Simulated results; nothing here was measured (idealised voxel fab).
A process module follows: voxel capacitor over wiring.
Cross-sectional view cut (width: 205 nm; square cell size: 5 nm).
Just so we're on the same page, the cross-sections are grids of square cells, and they're listed out in bands top to bottom, each band one or more rows deep. The band entry comprises the height of the band's top followed by the height of its bottom, expressed in nm, and subsequently the band's materials from left to right, each stated together with its width in nm. Where a single material is marked with the word "edge to edge", that material fills the band from edge to edge. The word "blank" represents empty space. Where do heights start? At 0: under that level the wafer as delivered is made of one material only. And the lowest band has no floor; it just carries on downward, as in "top 0, no bottom". Width "30..40": first value at the band's top row of cells, second value at its bottom row, equal change from row to row. Given "nothing altered" for a step, no cell of the cross-section differs between before and after that step. What "Completely enclosed voids" gives you is every empty space of 8 cells or more that is cut off from the top. Each appears as width x height at distance, with the distance taken from the left edge and width, height and distance all in nm. Heads up: the bit after the settings on a step's line is the simulator's remark on that step. For masked steps, "overlay nm" on the step line gives how far right of plan the mask actually lay; a minus sign means it lay to the left.

### The following list gives the planned process steps
1) RECEIVE | material Si
2) CONFORMAL_DEP | material SiO2 | thk nm 10
3) CONFORMAL_DEP | material SiN | thk nm 5
4) DIRECTIONAL_DEP | material lowk | thk nm 20
5) DIRECTIONAL_DEP | material aC | thk nm 10
6) PATTERN | tone open | mask id METAL_1 | material resist | width nm 20 | pitch nm 70 | thk nm 25 | overlay nm 0
7) DIRECTIONAL_ETCH | etch materials aC | depth nm 10
8) STRIP | etch materials resist
9) DIRECTIONAL_ETCH | etch materials lowk | depth nm 20
10) DIRECTIONAL_ETCH | etch materials SiN | depth nm 5
11) STRIP | etch materials aC
12) CONFORMAL_DEP | material TiN | thk nm 5
13) FILL_DEP | material Cu | thk nm 10
14) CMP | height nm 35
15) CONFORMAL_DEP | material SiCN | thk nm 5
16) DIRECTIONAL_DEP | material SiO2 | thk nm 15
17) DIRECTIONAL_DEP | material aC | thk nm 15
18) PATTERN | tone open | mask id PLUG_1 | material resist | width nm 15 | thk nm 30 | overlay nm 0
19) DIRECTIONAL_ETCH | etch materials aC | depth nm 15
20) STRIP | etch materials resist
21) DIRECTIONAL_ETCH | etch materials SiO2 | depth nm 15
22) DIRECTIONAL_ETCH | etch materials SiCN | depth nm 5
23) STRIP | etch materials aC
24) EPI | material Ru | thk nm 10
25) EPI | material Ru | thk nm 10
26) DIRECTIONAL_DEP | material TiN | thk nm 10
27) DIRECTIONAL_DEP | material SiN | thk nm 5
28) DIRECTIONAL_DEP | material TiN | thk nm 10
29) DIRECTIONAL_DEP | material aC | thk nm 15
30) PATTERN | tone cover | mask id UPPER_PLATE | material resist | width nm 55 | thk nm 35 | overlay nm 0
31) DIRECTIONAL_ETCH | etch materials aC | depth nm 15
32) STRIP | etch materials resist
33) DIRECTIONAL_ETCH | etch materials TiN | depth nm 10
34) DIRECTIONAL_ETCH | etch materials SiN | depth nm 5
35) STRIP | etch materials aC
36) MASKED_ETCH | tone cover | mask id LOWER_PLATE | width nm 65 | etch materials TiN | depth nm 10 | overlay nm 0
37) FILL_DEP | material SiO2 | thk nm 20
38) CMP | height nm 95
39) MASKED_ETCH | tone open | mask id PLUG_2 | width nm 15 | etch materials SiO2 | depth nm 15 | overlay nm 0
40) CONFORMAL_DEP | material TiN | thk nm 5
41) FILL_DEP | material Cu | thk nm 5
42) CMP | height nm 95
43) CONFORMAL_DEP | material SiCN | thk nm 5

### Incoming wafer, cross-sectional view, post step 1
    top 0, no bottom | Si edge to edge
    Completely enclosed voids: none

### Module complete - cross-section of the first of two wafers, run according to plan
    top 100, bottom 95 | SiCN edge to edge
    top 95, bottom 85 | SiO2 70; TiN 5; Cu 5; TiN 5; SiO2 120
    top 85, bottom 80 | SiO2 70; TiN 15; SiO2 120
    top 80, bottom 70 | SiO2 60; TiN 55; SiO2 90
    top 70, bottom 65 | SiO2 60; SiN 55; SiO2 90
    top 65, bottom 55 | SiO2 55; TiN 65; SiO2 85
    top 55, bottom 40 | SiO2 60; Ru 15; SiO2 130
    top 40, bottom 35 | SiCN 60; Ru 15; SiCN 130
    top 35, bottom 15 | lowk 55; TiN 5; Cu 10; TiN 5; lowk 50; TiN 5; Cu 10; TiN 5; lowk 60
    top 15, bottom 10 | SiN 55; TiN 20; SiN 50; TiN 20; SiN 60
    top 10, bottom 0 | SiO2 edge to edge
    top 0, no bottom | Si edge to edge
    Completely enclosed voids: none

### Second wafer through the module, sectioned at the end: same beginning and same plan as the first wafer, with one mistake in carrying it out
    top 100, bottom 95 | SiCN edge to edge
    top 95, bottom 85 | SiO2 70; TiN 5; Cu 5; TiN 5; SiO2 120
    top 85, bottom 80 | SiO2 70; TiN 15; SiO2 120
    top 80, bottom 70 | SiO2 75; TiN 40; SiO2 90
    top 70, bottom 65 | SiO2 75; SiN 40; SiO2 90
    top 65, bottom 60 | SiO2 55; TiN 5; SiO2 15; TiN 45; SiO2 85
    top 60, bottom 50 | SiO2 55..60; TiN 65..15; SiO2 85..130
    top 50, bottom 45 | SiO2 60; SiN 15; SiO2 130
    top 45, bottom 40 | SiO2 60; TiN 15; SiO2 130
    top 40, bottom 35 | SiCN 60; TiN 15; SiCN 130
    top 35, bottom 15 | Cu 50; TiN 5; lowk 20; TiN 5; Cu 40; TiN 5; lowk 20; TiN 5; Cu 55
    top 15, bottom 10 | TiN 55; SiN 20; TiN 50; SiN 20; TiN 60
    top 10, bottom 0 | SiO2 edge to edge
    top 0, no bottom | Si edge to edge
    Completely enclosed voids: none
Against the plan, the run slipped here: step 6 changed vs plan, executed as PATTERN | tone cover | mask id METAL_1 | material resist | width nm 20 | pitch nm 70 | thk nm 25 | overlay nm 0
Count the cells at the end and the second wafer has more or fewer of some materials than the first: 100 more of Cu | 12 fewer of Ru | 25 fewer of SiN | 12 more of SiO2 | 25 more of TiN | 100 fewer of lowk
